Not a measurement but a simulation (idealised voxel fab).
Presented below is a process module, voxel wiring stack.
FYI the section here is cut, 170 nm wide, cells are 5 nm squares.
Cross-section = grid of square cells, listed top down in bands; band = one or more rows.
Basically the band line says how high the top is and how high the bottom is, in nm, and then what's in it from left to right, every material with its width in nm. Empty space shows up as "blank", and if a single material carries "throughout" it runs the full band edge to edge.
Height is counted from the level 0, under which the received wafer is composed throughout of one material. The lowest of the bands is not closed at the bottom but continues downward, in the notation "top 0, no bottom".
Width: "30..40" (first number = top row, second number = bottom row, same change from row to row of cells).
What does "nothing different" mean for a step? It means no cell of the cross-section changed in that step.
What "Closed internal voids" gives you is every empty space of 8 cells or more that is cut off from the top. Each appears as width x height at distance, with the distance taken from the left edge and width, height and distance all in nm.
It should be noted that, on the line of a given step, the content following the step's settings is a remark produced by the simulator itself with respect to that step.
What "overlay nm" on a step's line means: if the step has a mask, that mask lay this far to the right of its planned place, or, when the value is negative, to the left.
Everything after this point is organized in pairs: a cross-section before one process step, a cross-section after it that shows only as deep as the lowest changed band, and, under the pair, the intervening step with its settings. Because different runs of this module on the same starting wafer can supply different pairs, a pair continues from the pair above it only if its entry headed "Ahead of processing" says so.
# Ahead of processing
* top 85, bottom 65  SiO2 (15) / blank (25) / SiO2 (30) / blank (25) / SiO2 (30) / blank (25) / SiO2 (20)
* top 65, bottom 50  SiO2 (15) / blank (15) / SiO2 (40) / blank (15) / SiO2 (40) / blank (15) / SiO2 (30)
* top 50, bottom 45  SiCN (15) / blank (15) / SiCN (40) / blank (15) / SiCN (40) / blank (15) / SiCN (30)
* top 45, bottom 35  lowk (15) / TiN (5) / Ru (15) / TiN (5) / lowk (30) / TiN (5) / Ru (15) / TiN (5) / lowk (30) / TiN (5) / Ru (15) / TiN (5) / lowk (20)
* top 35, bottom 30  SiCN (15) / TiN (25) / SiCN (30) / TiN (25) / SiCN (30) / TiN (25) / SiCN (20)
* top 30, bottom 0  SiO2 throughout
* top 0, no bottom  Si throughout
* Closed internal voids: none
# Result of Step
* top 90, bottom 85  TiN (20) / blank (15) / TiN (40) / blank (15) / TiN (40) / blank (15) / TiN (25)
* top 85, bottom 70  SiO2 (15) / TiN (5) / blank (15) / TiN (5) / SiO2 (30) / TiN (5) / blank (15) / TiN (5) / SiO2 (30) / TiN (5) / blank (15) / TiN (5) / SiO2 (20)
* top 70, bottom 65  SiO2 (15) / TiN (5) / blank (5) / TiN (15) / SiO2 (30) / TiN (5) / blank (5) / TiN (15) / SiO2 (30) / TiN (5) / blank (5) / TiN (15) / SiO2 (20)
* top 65, bottom 50  SiO2 (15) / TiN (5) / blank (5) / TiN (5) / SiO2 (40) / TiN (5) / blank (5) / TiN (5) / SiO2 (40) / TiN (5) / blank (5) / TiN (5) / SiO2 (30)
* top 50, bottom 45  SiCN (15) / TiN (15) / SiCN (40) / TiN (15) / SiCN (40) / TiN (15) / SiCN (30)
* No changes below 45.
* Closed internal voids: none
Intermediate step for the cross-sections above: CONFORMAL_DEP [material TiN] [thk nm 5]
Ahead of processing: cross-section not repeated; it is the one shown after the step in the pair just above.
# Result of Step
* top 95, bottom 90  Cu throughout
* top 90, bottom 85  TiN (20) / Cu (15) / TiN (40) / Cu (15) / TiN (40) / Cu (15) / TiN (25)
* top 85, bottom 70  SiO2 (15) / TiN (5) / Cu (15) / TiN (5) / SiO2 (30) / TiN (5) / Cu (15) / TiN (5) / SiO2 (30) / TiN (5) / Cu (15) / TiN (5) / SiO2 (20)
* top 70, bottom 65  SiO2 (15) / TiN (5) / Cu (5) / TiN (15) / SiO2 (30) / TiN (5) / Cu (5) / TiN (15) / SiO2 (30) / TiN (5) / Cu (5) / TiN (15) / SiO2 (20)
* top 65, bottom 50  SiO2 (15) / TiN (5) / Cu (5) / TiN (5) / SiO2 (40) / TiN (5) / Cu (5) / TiN (5) / SiO2 (40) / TiN (5) / Cu (5) / TiN (5) / SiO2 (30)
* No changes below 50.
* Closed internal voids: none
Intermediate step for the cross-sections above: FILL_DEP [material Cu] [thk nm 5]
Ahead of processing: cross-section not repeated; it is the one shown after the step in the pair just above.
# Result of Step
* top 85, bottom 70  SiO2 (15) / TiN (5) / Cu (15) / TiN (5) / SiO2 (30) / TiN (5) / Cu (15) / TiN (5) / SiO2 (30) / TiN (5) / Cu (15) / TiN (5) / SiO2 (20)
* No changes below 70.
* Closed internal voids: none
Intermediate step for the cross-sections above: CMP [height nm 85]
Ahead of processing: cross-section not repeated; it is the one shown after the step in the pair just above.
# Result of Step
* top 90, bottom 85  SiCN throughout
* No changes below 85.
* Closed internal voids: none
Intermediate step for the cross-sections above: CONFORMAL_DEP [material SiCN] [thk nm 5]
# Ahead of processing
* top 40, bottom 15  lowk throughout
* top 15, bottom 0  SiO2 throughout
* top 0, no bottom  Si throughout
* Closed internal voids: none
# Result of Step
* top 45, bottom 40  SiCN throughout
* No changes below 40.
* Closed internal voids: none
Intermediate step for the cross-sections above: CONFORMAL_DEP [material SiCN] [thk nm 5]
Ahead of processing: cross-section not repeated; it is the one shown after the step in the pair just above.
# Result of Step
* top 45, bottom 40  SiCN (15) / blank (25) / SiCN (30) / blank (25) / SiCN (30) / blank (25) / SiCN (20)
* No changes below 40.
* Closed internal voids: none
Intermediate step for the cross-sections above: MASKED_ETCH [tone open] [mask id METAL_1] [width nm 25] [pitch nm 55] [etch materials SiCN] [depth nm 5] [overlay nm 0]
Ahead of processing: cross-section not repeated; it is the one shown after the step in the pair just above.
# Result of Step
* top 50, bottom 45  TiN (20) / blank (15) / TiN (40) / blank (15) / TiN (40) / blank (15) / TiN (25)
* top 45, bottom 40  SiCN (15) / TiN (25) / SiCN (30) / TiN (25) / SiCN (30) / TiN (25) / SiCN (20)
* No changes below 40.
* Closed internal voids: none
Intermediate step for the cross-sections above: CONFORMAL_DEP [material TiN] [thk nm 5]
Ahead of processing: cross-section not repeated; it is the one shown after the step in the pair just above.
# Result of Step
* top 60, bottom 50  Ru throughout
* top 50, bottom 45  TiN (20) / Ru (15) / TiN (40) / Ru (15) / TiN (40) / Ru (15) / TiN (25)
* No changes below 45.
* Closed internal voids: none
Intermediate step for the cross-sections above: FILL_DEP [material Ru] [thk nm 10]
Ahead of processing: cross-section not repeated; it is the one shown after the step in the pair just above.
# Result of Step
* top 45, bottom 40  SiCN (15) / TiN (25) / SiCN (30) / TiN (25) / SiCN (30) / TiN (25) / SiCN (20)
* No changes below 40.
* Closed internal voids: none
Intermediate step for the cross-sections above: CMP [height nm 45]
Ahead of processing: cross-section not repeated; it is the one shown after the step in the pair just above.
# Result of Step
* top 50, bottom 45  SiCN throughout
* No changes below 45.
* Closed internal voids: none
Intermediate step for the cross-sections above: CONFORMAL_DEP [material SiCN] [thk nm 5]
Ahead of processing: cross-section not repeated; it is the one shown after the step in the pair just above.
# Result of Step
* top 85, bottom 50  SiO2 throughout
* No changes below 50.
* Closed internal voids: none
Intermediate step for the cross-sections above: DIRECTIONAL_DEP [material SiO2] [thk nm 35]
Ahead of processing: cross-section not repeated; it is the one shown after the step in the pair just above.
# Result of Step
* top 100, bottom 85  resist (15) / blank (15) / resist (40) / blank (15) / resist (40) / blank (15) / resist (30)
* No changes below 85.
* Closed internal voids: none
Intermediate step for the cross-sections above: PATTERN [tone open] [mask id METAL_2_HOLES] [material resist] [width nm 15] [pitch nm 55] [thk nm 15] [overlay nm 0]
Ahead of processing: cross-section not repeated; it is the one shown after the step in the pair just above.
# Result of Step
* top 100, bottom 85  resist (15) / blank (15) / resist (40) / blank (15) / resist (40) / blank (15) / resist (30)
* top 85, bottom 50  SiO2 (15) / blank (15) / SiO2 (40) / blank (15) / SiO2 (40) / blank (15) / SiO2 (30)
* No changes below 50.
* Closed internal voids: none
Intermediate step for the cross-sections above: DIRECTIONAL_ETCH [etch materials SiO2] [depth nm 35]
Ahead of processing: cross-section not repeated; it is the one shown after the step in the pair just above.
# Result of Step
* top 85, bottom 50  SiO2 (15) / blank (15) / SiO2 (40) / blank (15) / SiO2 (40) / blank (15) / SiO2 (30)
* No changes below 50.
* Closed internal voids: none
Intermediate step for the cross-sections above: STRIP [etch materials resist]
Ahead of processing: cross-section not repeated; it is the one shown after the step in the pair just above.
# Result of Step
* top 95, bottom 85  aC (15) / blank (15) / aC (40) / blank (15) / aC (40) / blank (15) / aC (30)
* top 85, bottom 60  SiO2 (15) / blank (15) / SiO2 (40) / blank (15) / SiO2 (40) / blank (15) / SiO2 (30)
* top 60, bottom 50  SiO2 (15) / aC (15) / SiO2 (40) / aC (15) / SiO2 (40) / aC (15) / SiO2 (30)
* No changes below 50.
* Closed internal voids: none
Intermediate step for the cross-sections above: DIRECTIONAL_DEP [material aC] [thk nm 10]
Ahead of processing: cross-section not repeated; it is the one shown after the step in the pair just above.
# Result of Step
* top 125, bottom 95  resist (15) / blank (25) / resist (30) / blank (25) / resist (30) / blank (25) / resist (20)
* No changes below 95.
* Closed internal voids: none
Intermediate step for the cross-sections above: PATTERN [tone open] [mask id METAL_2] [material resist] [width nm 25] [pitch nm 55] [thk nm 30] [overlay nm 0]
Ahead of processing: cross-section not repeated; it is the one shown after the step in the pair just above.
# Result of Step
* top 115, bottom 95  resist (15) / blank (25) / resist (30) / blank (25) / resist (30) / blank (25) / resist (20)
* top 95, bottom 85  aC (15) / blank (25) / aC (30) / blank (25) / aC (30) / blank (25) / aC (20)
* top 85, bottom 50  SiO2 (15) / blank (15) / SiO2 (40) / blank (15) / SiO2 (40) / blank (15) / SiO2 (30)
* No changes below 50.
* Closed internal voids: none
Intermediate step for the cross-sections above: DIRECTIONAL_ETCH [etch materials aC] [depth nm 10]
Ahead of processing: cross-section not repeated; it is the one shown after the step in the pair just above.
# Result of Step
* top 95, bottom 85  aC (15) / blank (25) / aC (30) / blank (25) / aC (30) / blank (25) / aC (20)
* No changes below 85.
* Closed internal voids: none
Intermediate step for the cross-sections above: STRIP [etch materials resist]
Ahead of processing: cross-section not repeated; it is the one shown after the step in the pair just above.
# Result of Step
* top 95, bottom 85  aC (15) / blank (25) / aC (30) / blank (25) / aC (30) / blank (25) / aC (20)
* top 85, bottom 65  SiO2 (15) / blank (25) / SiO2 (30) / blank (25) / SiO2 (30) / blank (25) / SiO2 (20)
* No changes below 65.
* Closed internal voids: none
Intermediate step for the cross-sections above: DIRECTIONAL_ETCH [etch materials SiO2] [depth nm 20]
Ahead of processing: cross-section not repeated; it is the one shown after the step in the pair just above.
# Result of Step
* top 95, bottom 85  aC (15) / blank (25) / aC (30) / blank (25) / aC (30) / blank (25) / aC (20)
* top 85, bottom 65  SiO2 (15) / blank (25) / SiO2 (30) / blank (25) / SiO2 (30) / blank (25) / SiO2 (20)
* top 65, bottom 50  SiO2 (15) / blank (15) / SiO2 (40) / blank (15) / SiO2 (40) / blank (15) / SiO2 (30)
* top 50, bottom 45  SiCN (15) / blank (15) / SiCN (40) / blank (15) / SiCN (40) / blank (15) / SiCN (30)
* No changes below 45.
* Closed internal voids: none
Intermediate step for the cross-sections above: DIRECTIONAL_ETCH [etch materials SiCN] [depth nm 5]
Ahead of processing: cross-section not repeated; it is the one shown after the step in the pair just above.
# Result of Step
* top 85, bottom 65  SiO2 (15) / blank (25) / SiO2 (30) / blank (25) / SiO2 (30) / blank (25) / SiO2 (20)
* No changes below 65.
* Closed internal voids: none
Intermediate step for the cross-sections above: STRIP [etch materials aC]
Ahead of processing: cross-section not repeated; it is the one shown after the step in the pair just above.
# Result of Step
* top 90, bottom 85  TiN (20) / blank (15) / TiN (40) / blank (15) / TiN (40) / blank (15) / TiN (25)
* top 85, bottom 70  SiO2 (15) / TiN (5) / blank (15) / TiN (5) / SiO2 (30) / TiN (5) / blank (15) / TiN (5) / SiO2 (30) / TiN (5) / blank (15) / TiN (5) / SiO2 (20)
* top 70, bottom 65  SiO2 (15) / TiN (5) / blank (5) / TiN (15) / SiO2 (30) / TiN (5) / blank (5) / TiN (15) / SiO2 (30) / TiN (5) / blank (5) / TiN (15) / SiO2 (20)
* top 65, bottom 50  SiO2 (15) / TiN (5) / blank (5) / TiN (5) / SiO2 (40) / TiN (5) / blank (5) / TiN (5) / SiO2 (40) / TiN (5) / blank (5) / TiN (5) / SiO2 (30)
* top 50, bottom 40  SiCN (15) / TiN (15..25) / SiCN (40..30) / TiN (15..25) / SiCN (40..30) / TiN (15..25) / SiCN (30..20)
* No changes below 40.
* Closed internal voids: none
Intermediate step for the cross-sections above: CONFORMAL_DEP [material TiN] [thk nm 5]
Ahead of processing: cross-section not repeated; it is the one shown after the step in the pair just above.
# Result of Step
* top 95, bottom 90  Cu throughout
* top 90, bottom 85  TiN (20) / Cu (15) / TiN (40) / Cu (15) / TiN (40) / Cu (15) / TiN (25)
* top 85, bottom 70  SiO2 (15) / TiN (5) / Cu (15) / TiN (5) / SiO2 (30) / TiN (5) / Cu (15) / TiN (5) / SiO2 (30) / TiN (5) / Cu (15) / TiN (5) / SiO2 (20)
* top 70, bottom 65  SiO2 (15) / TiN (5) / Cu (5) / TiN (15) / SiO2 (30) / TiN (5) / Cu (5) / TiN (15) / SiO2 (30) / TiN (5) / Cu (5) / TiN (15) / SiO2 (20)
* top 65, bottom 50  SiO2 (15) / TiN (5) / Cu (5) / TiN (5) / SiO2 (40) / TiN (5) / Cu (5) / TiN (5) / SiO2 (40) / TiN (5) / Cu (5) / TiN (5) / SiO2 (30)
* No changes below 50.
* Closed internal voids: none
Intermediate step for the cross-sections above: FILL_DEP [material Cu] [thk nm 5]
Ahead of processing: cross-section not repeated; it is the one shown after the step in the pair just above.
# Result of Step
* top 85, bottom 70  SiO2 (15) / TiN (5) / Cu (15) / TiN (5) / SiO2 (30) / TiN (5) / Cu (15) / TiN (5) / SiO2 (30) / TiN (5) / Cu (15) / TiN (5) / SiO2 (20)
* No changes below 70.
* Closed internal voids: none
Intermediate step for the cross-sections above: CMP [height nm 85]
Ahead of processing: cross-section not repeated; it is the one shown after the step in the pair just above.
# Result of Step
* top 90, bottom 85  SiCN throughout
* No changes below 85.
* Closed internal voids: none
Intermediate step for the cross-sections above: CONFORMAL_DEP [material SiCN] [thk nm 5]
# Ahead of processing
* top 15, bottom 0  SiO2 throughout
* top 0, no bottom  Si throughout
* Closed internal voids: none
# Result of Step
* top 30, bottom 15  SiCN throughout
* No changes below 15.
* Closed internal voids: none
Intermediate step for the cross-sections above: CONFORMAL_DEP [material SiCN] [thk nm 15]
Ahead of processing: cross-section not repeated; it is the one shown after the step in the pair just above.
# Result of Step
* top 55, bottom 30  lowk throughout
* No changes below 30.
* Closed internal voids: none
Intermediate step for the cross-sections above: DIRECTIONAL_DEP [material lowk] [thk nm 25]
Ahead of processing: cross-section not repeated; it is the one shown after the step in the pair just above.
# Result of Step
* top 55, bottom 30  lowk (15) / blank (25) / lowk (30) / blank (25) / lowk (30) / blank (25) / lowk (20)
* No changes below 30.
* Closed internal voids: none
Intermediate step for the cross-sections above: MASKED_ETCH [tone open] [mask id METAL_1] [width nm 25] [pitch nm 55] [etch materials lowk] [depth nm 25] [overlay nm 0]
Ahead of processing: cross-section not repeated; it is the one shown after the step in the pair just above.
# Result of Step
* top 55, bottom 30  lowk (15) / blank (25) / lowk (30) / blank (25) / lowk (30) / blank (25) / lowk (20)
* top 30, bottom 25  SiCN (15) / blank (25) / SiCN (30) / blank (25) / SiCN (30) / blank (25) / SiCN (20)
* No changes below 25.
* Closed internal voids: none
Intermediate step for the cross-sections above: MASKED_ETCH [tone open] [mask id METAL_1] [width nm 25] [pitch nm 55] [etch materials SiCN] [depth nm 5] [overlay nm 0]
Ahead of processing: cross-section not repeated; it is the one shown after the step in the pair just above.
# Result of Step
* top 60, bottom 55  TiN (20) / blank (15) / TiN (40) / blank (15) / TiN (40) / blank (15) / TiN (25)
* top 55, bottom 30  lowk (15) / TiN (5) / blank (15) / TiN (5) / lowk (30) / TiN (5) / blank (15) / TiN (5) / lowk (30) / TiN (5) / blank (15) / TiN (5) / lowk (20)
* top 30, bottom 25  SiCN (15) / TiN (25) / SiCN (30) / TiN (25) / SiCN (30) / TiN (25) / SiCN (20)
* No changes below 25.
* Closed internal voids: none
Intermediate step for the cross-sections above: CONFORMAL_DEP [material TiN] [thk nm 5]
Ahead of processing: cross-section not repeated; it is the one shown after the step in the pair just above.
# Result of Step
* top 70, bottom 60  Ru throughout
* top 60, bottom 55  TiN (20) / Ru (15) / TiN (40) / Ru (15) / TiN (40) / Ru (15) / TiN (25)
* top 55, bottom 30  lowk (15) / TiN (5) / Ru (15) / TiN (5) / lowk (30) / TiN (5) / Ru (15) / TiN (5) / lowk (30) / TiN (5) / Ru (15) / TiN (5) / lowk (20)
* No changes below 30.
* Closed internal voids: none
Intermediate step for the cross-sections above: FILL_DEP [material Ru] [thk nm 10]
Ahead of processing: cross-section not repeated; it is the one shown after the step in the pair just above.
# Result of Step
* top 45, bottom 30  lowk (15) / TiN (5) / Ru (15) / TiN (5) / lowk (30) / TiN (5) / Ru (15) / TiN (5) / lowk (30) / TiN (5) / Ru (15) / TiN (5) / lowk (20)
* No changes below 30.
* Closed internal voids: none
Intermediate step for the cross-sections above: CMP [height nm 45]
Ahead of processing: cross-section not repeated; it is the one shown after the step in the pair just above.
# Result of Step
* top 50, bottom 45  SiCN throughout
* No changes below 45.
* Closed internal voids: none
Intermediate step for the cross-sections above: CONFORMAL_DEP [material SiCN] [thk nm 5]
Ahead of processing: cross-section not repeated; it is the one shown after the step in the pair just above.
# Result of Step
* top 85, bottom 50  SiO2 throughout
* No changes below 50.
* Closed internal voids: none
Intermediate step for the cross-sections above: DIRECTIONAL_DEP [material SiO2] [thk nm 35]
Ahead of processing: cross-section not repeated; it is the one shown after the step in the pair just above.
# Result of Step
* top 100, bottom 85  resist (15) / blank (15) / resist (40) / blank (15) / resist (40) / blank (15) / resist (30)
* No changes below 85.
* Closed internal voids: none
Intermediate step for the cross-sections above: PATTERN [tone open] [mask id METAL_2_HOLES] [material resist] [width nm 15] [pitch nm 55] [thk nm 15] [overlay nm 0]
Ahead of processing: cross-section not repeated; it is the one shown after the step in the pair just above.
# Result of Step
* top 100, bottom 85  resist (15) / blank (15) / resist (40) / blank (15) / resist (40) / blank (15) / resist (30)
* top 85, bottom 50  SiO2 (15) / blank (15) / SiO2 (40) / blank (15) / SiO2 (40) / blank (15) / SiO2 (30)
* No changes below 50.
* Closed internal voids: none
Intermediate step for the cross-sections above: DIRECTIONAL_ETCH [etch materials SiO2] [depth nm 35]
Ahead of processing: cross-section not repeated; it is the one shown after the step in the pair just above.
# Result of Step
* top 85, bottom 50  SiO2 (15) / blank (15) / SiO2 (40) / blank (15) / SiO2 (40) / blank (15) / SiO2 (30)
* No changes below 50.
* Closed internal voids: none
Intermediate step for the cross-sections above: STRIP [etch materials resist]
Ahead of processing: cross-section not repeated; it is the one shown after the step in the pair just above.
# Result of Step
* top 95, bottom 85  aC (15) / blank (15) / aC (40) / blank (15) / aC (40) / blank (15) / aC (30)
* top 85, bottom 60  SiO2 (15) / blank (15) / SiO2 (40) / blank (15) / SiO2 (40) / blank (15) / SiO2 (30)
* top 60, bottom 50  SiO2 (15) / aC (15) / SiO2 (40) / aC (15) / SiO2 (40) / aC (15) / SiO2 (30)
* No changes below 50.
* Closed internal voids: none
Intermediate step for the cross-sections above: DIRECTIONAL_DEP [material aC] [thk nm 10]
Ahead of processing: cross-section not repeated; it is the one shown after the step in the pair just above.
# Result of Step
* top 125, bottom 95  resist (15) / blank (25) / resist (30) / blank (25) / resist (30) / blank (25) / resist (20)
* No changes below 95.
* Closed internal voids: none
Intermediate step for the cross-sections above: PATTERN [tone open] [mask id METAL_2] [material resist] [width nm 25] [pitch nm 55] [thk nm 30] [overlay nm 0]
Ahead of processing: cross-section not repeated; it is the one shown after the step in the pair just above.
# Result of Step
* top 115, bottom 95  resist (15) / blank (25) / resist (30) / blank (25) / resist (30) / blank (25) / resist (20)
* top 95, bottom 85  aC (15) / blank (25) / aC (30) / blank (25) / aC (30) / blank (25) / aC (20)
* top 85, bottom 50  SiO2 (15) / blank (15) / SiO2 (40) / blank (15) / SiO2 (40) / blank (15) / SiO2 (30)
* No changes below 50.
* Closed internal voids: none
Intermediate step for the cross-sections above: DIRECTIONAL_ETCH [etch materials aC] [depth nm 10]
Ahead of processing: cross-section not repeated; it is the one shown after the step in the pair just above.
# Result of Step
* top 95, bottom 85  aC (15) / blank (25) / aC (30) / blank (25) / aC (30) / blank (25) / aC (20)
* No changes below 85.
* Closed internal voids: none
Intermediate step for the cross-sections above: STRIP [etch materials resist]
Ahead of processing: cross-section not repeated; it is the one shown after the step in the pair just above.
# Result of Step
* top 95, bottom 85  aC (15) / blank (25) / aC (30) / blank (25) / aC (30) / blank (25) / aC (20)
* top 85, bottom 65  SiO2 (15) / blank (25) / SiO2 (30) / blank (25) / SiO2 (30) / blank (25) / SiO2 (20)
* No changes below 65.
* Closed internal voids: none
Intermediate step for the cross-sections above: DIRECTIONAL_ETCH [etch materials SiO2] [depth nm 20]
Ahead of processing: cross-section not repeated; it is the one shown after the step in the pair just above.
# Result of Step
* top 95, bottom 85  aC (15) / blank (25) / aC (30) / blank (25) / aC (30) / blank (25) / aC (20)
* top 85, bottom 65  SiO2 (15) / blank (25) / SiO2 (30) / blank (25) / SiO2 (30) / blank (25) / SiO2 (20)
* top 65, bottom 50  SiO2 (15) / blank (15) / SiO2 (40) / blank (15) / SiO2 (40) / blank (15) / SiO2 (30)
* top 50, bottom 45  SiCN (15) / blank (15) / SiCN (40) / blank (15) / SiCN (40) / blank (15) / SiCN (30)
* No changes below 45.
* Closed internal voids: none
Intermediate step for the cross-sections above: DIRECTIONAL_ETCH [etch materials SiCN] [depth nm 5]
Ahead of processing: cross-section not repeated; it is the one shown after the step in the pair just above.
# Result of Step
* top 85, bottom 65  SiO2 (15) / blank (25) / SiO2 (30) / blank (25) / SiO2 (30) / blank (25) / SiO2 (20)
* No changes below 65.
* Closed internal voids: none
Intermediate step for the cross-sections above: STRIP [etch materials aC]
Ahead of processing: cross-section not repeated; it is the one shown after the step in the pair just above.
# Result of Step
* top 90, bottom 85  TiN (20) / blank (15) / TiN (40) / blank (15) / TiN (40) / blank (15) / TiN (25)
* top 85, bottom 70  SiO2 (15) / TiN (5) / blank (15) / TiN (5) / SiO2 (30) / TiN (5) / blank (15) / TiN (5) / SiO2 (30) / TiN (5) / blank (15) / TiN (5) / SiO2 (20)
* top 70, bottom 65  SiO2 (15) / TiN (5) / blank (5) / TiN (15) / SiO2 (30) / TiN (5) / blank (5) / TiN (15) / SiO2 (30) / TiN (5) / blank (5) / TiN (15) / SiO2 (20)
* top 65, bottom 50  SiO2 (15) / TiN (5) / blank (5) / TiN (5) / SiO2 (40) / TiN (5) / blank (5) / TiN (5) / SiO2 (40) / TiN (5) / blank (5) / TiN (5) / SiO2 (30)
* top 50, bottom 45  SiCN (15) / TiN (15) / SiCN (40) / TiN (15) / SiCN (40) / TiN (15) / SiCN (30)
* No changes below 45.
* Closed internal voids: none
Intermediate step for the cross-sections above: CONFORMAL_DEP [material TiN] [thk nm 5]
Ahead of processing: cross-section not repeated; it is the one shown after the step in the pair just above.
# Result of Step
* top 95, bottom 90  Cu throughout
* top 90, bottom 85  TiN (20) / Cu (15) / TiN (40) / Cu (15) / TiN (40) / Cu (15) / TiN (25)
* top 85, bottom 70  SiO2 (15) / TiN (5) / Cu (15) / TiN (5) / SiO2 (30) / TiN (5) / Cu (15) / TiN (5) / SiO2 (30) / TiN (5) / Cu (15) / TiN (5) / SiO2 (20)
* top 70, bottom 65  SiO2 (15) / TiN (5) / Cu (5) / TiN (15) / SiO2 (30) / TiN (5) / Cu (5) / TiN (15) / SiO2 (30) / TiN (5) / Cu (5) / TiN (15) / SiO2 (20)
* top 65, bottom 50  SiO2 (15) / TiN (5) / Cu (5) / TiN (5) / SiO2 (40) / TiN (5) / Cu (5) / TiN (5) / SiO2 (40) / TiN (5) / Cu (5) / TiN (5) / SiO2 (30)
* No changes below 50.
* Closed internal voids: none
Intermediate step for the cross-sections above: FILL_DEP [material Cu] [thk nm 5]
Ahead of processing: cross-section not repeated; it is the one shown after the step in the pair just above.
# Result of Step
* top 85, bottom 70  SiO2 (15) / TiN (5) / Cu (15) / TiN (5) / SiO2 (30) / TiN (5) / Cu (15) / TiN (5) / SiO2 (30) / TiN (5) / Cu (15) / TiN (5) / SiO2 (20)
* No changes below 70.
* Closed internal voids: none
Intermediate step for the cross-sections above: CMP [height nm 85]
Ahead of processing: cross-section not repeated; it is the one shown after the step in the pair just above.
# Result of Step
* top 90, bottom 85  SiCN throughout
* No changes below 85.
* Closed internal voids: none
Intermediate step for the cross-sections above: CONFORMAL_DEP [material SiCN] [thk nm 5]
# Ahead of processing
* top 45, bottom 20  lowk throughout
* top 20, bottom 15  SiCN throughout
* top 15, bottom 0  SiO2 throughout
* top 0, no bottom  Si throughout
* Closed internal voids: none
# Result of Step
* top 45, bottom 20  lowk (20) / blank (20) / lowk (35) / blank (20) / lowk (35) / blank (20) / lowk (20)
* No changes below 20.
* Closed internal voids: none
Intermediate step for the cross-sections above: MASKED_ETCH [tone open] [mask id METAL_1] [width nm 20] [pitch nm 55] [etch materials lowk] [depth nm 25] [overlay nm 0]
Ahead of processing: cross-section not repeated; it is the one shown after the step in the pair just above.
# Result of Step
* top 45, bottom 20  lowk (20) / blank (20) / lowk (35) / blank (20) / lowk (35) / blank (20) / lowk (20)
* top 20, bottom 15  SiCN (20) / blank (20) / SiCN (35) / blank (20) / SiCN (35) / blank (20) / SiCN (20)
* No changes below 15.
* Closed internal voids: none
Intermediate step for the cross-sections above: MASKED_ETCH [tone open] [mask id METAL_1] [width nm 25] [pitch nm 55] [etch materials SiCN] [depth nm 5] [overlay nm 0]
Ahead of processing: cross-section not repeated; it is the one shown after the step in the pair just above.
# Result of Step
* top 50, bottom 45  TiN (25) / blank (10) / TiN (45) / blank (10) / TiN (45) / blank (10) / TiN (25)
* top 45, bottom 20  lowk (20) / TiN (5) / blank (10) / TiN (5) / lowk (35) / TiN (5) / blank (10) / TiN (5) / lowk (35) / TiN (5) / blank (10) / TiN (5) / lowk (20)
* top 20, bottom 15  SiCN (20) / TiN (20) / SiCN (35) / TiN (20) / SiCN (35) / TiN (20) / SiCN (20)
* No changes below 15.
* Closed internal voids: none
Intermediate step for the cross-sections above: CONFORMAL_DEP [material TiN] [thk nm 5]
Ahead of processing: cross-section not repeated; it is the one shown after the step in the pair just above.
# Result of Step
* top 60, bottom 50  Ru throughout
* top 50, bottom 45  TiN (25) / Ru (10) / TiN (45) / Ru (10) / TiN (45) / Ru (10) / TiN (25)
* top 45, bottom 20  lowk (20) / TiN (5) / Ru (10) / TiN (5) / lowk (35) / TiN (5) / Ru (10) / TiN (5) / lowk (35) / TiN (5) / Ru (10) / TiN (5) / lowk (20)
* No changes below 20.
* Closed internal voids: none
Intermediate step for the cross-sections above: FILL_DEP [material Ru] [thk nm 10]
Ahead of processing: cross-section not repeated; it is the one shown after the step in the pair just above.
# Result of Step
* top 45, bottom 20  lowk (20) / TiN (5) / Ru (10) / TiN (5) / lowk (35) / TiN (5) / Ru (10) / TiN (5) / lowk (35) / TiN (5) / Ru (10) / TiN (5) / lowk (20)
* No changes below 20.
* Closed internal voids: none
Intermediate step for the cross-sections above: CMP [height nm 45]
Ahead of processing: cross-section not repeated; it is the one shown after the step in the pair just above.
# Result of Step
* top 50, bottom 45  SiCN throughout
* No changes below 45.
* Closed internal voids: none
Intermediate step for the cross-sections above: CONFORMAL_DEP [material SiCN] [thk nm 5]
Ahead of processing: cross-section not repeated; it is the one shown after the step in the pair just above.
# Result of Step
* top 85, bottom 50  SiO2 throughout
* No changes below 50.
* Closed internal voids: none
Intermediate step for the cross-sections above: DIRECTIONAL_DEP [material SiO2] [thk nm 35]
Ahead of processing: cross-section not repeated; it is the one shown after the step in the pair just above.
# Result of Step
* top 100, bottom 85  resist (15) / blank (15) / resist (40) / blank (15) / resist (40) / blank (15) / resist (30)
* No changes below 85.
* Closed internal voids: none
Intermediate step for the cross-sections above: PATTERN [tone open] [mask id METAL_2_HOLES] [material resist] [width nm 15] [pitch nm 55] [thk nm 15] [overlay nm 0]
Ahead of processing: cross-section not repeated; it is the one shown after the step in the pair just above.
# Result of Step
* top 100, bottom 85  resist (15) / blank (15) / resist (40) / blank (15) / resist (40) / blank (15) / resist (30)
* top 85, bottom 50  SiO2 (15) / blank (15) / SiO2 (40) / blank (15) / SiO2 (40) / blank (15) / SiO2 (30)
* No changes below 50.
* Closed internal voids: none
Intermediate step for the cross-sections above: DIRECTIONAL_ETCH [etch materials SiO2] [depth nm 35]
Ahead of processing: cross-section not repeated; it is the one shown after the step in the pair just above.
# Result of Step
* top 85, bottom 50  SiO2 (15) / blank (15) / SiO2 (40) / blank (15) / SiO2 (40) / blank (15) / SiO2 (30)
* No changes below 50.
* Closed internal voids: none
Intermediate step for the cross-sections above: STRIP [etch materials resist]
Ahead of processing: cross-section not repeated; it is the one shown after the step in the pair just above.
# Result of Step
* top 95, bottom 85  aC (15) / blank (15) / aC (40) / blank (15) / aC (40) / blank (15) / aC (30)
* top 85, bottom 60  SiO2 (15) / blank (15) / SiO2 (40) / blank (15) / SiO2 (40) / blank (15) / SiO2 (30)
* top 60, bottom 50  SiO2 (15) / aC (15) / SiO2 (40) / aC (15) / SiO2 (40) / aC (15) / SiO2 (30)
* No changes below 50.
* Closed internal voids: none
Intermediate step for the cross-sections above: DIRECTIONAL_DEP [material aC] [thk nm 10]
Ahead of processing: cross-section not repeated; it is the one shown after the step in the pair just above.
# Result of Step
* top 125, bottom 95  resist (15) / blank (25) / resist (30) / blank (25) / resist (30) / blank (25) / resist (20)
* No changes below 95.
* Closed internal voids: none
Intermediate step for the cross-sections above: PATTERN [tone open] [mask id METAL_2] [material resist] [width nm 25] [pitch nm 55] [thk nm 30] [overlay nm 0]
Ahead of processing: cross-section not repeated; it is the one shown after the step in the pair just above.
# Result of Step
* top 115, bottom 95  resist (15) / blank (25) / resist (30) / blank (25) / resist (30) / blank (25) / resist (20)
* top 95, bottom 85  aC (15) / blank (25) / aC (30) / blank (25) / aC (30) / blank (25) / aC (20)
* top 85, bottom 50  SiO2 (15) / blank (15) / SiO2 (40) / blank (15) / SiO2 (40) / blank (15) / SiO2 (30)
* No changes below 50.
* Closed internal voids: none
Intermediate step for the cross-sections above: DIRECTIONAL_ETCH [etch materials aC] [depth nm 10]
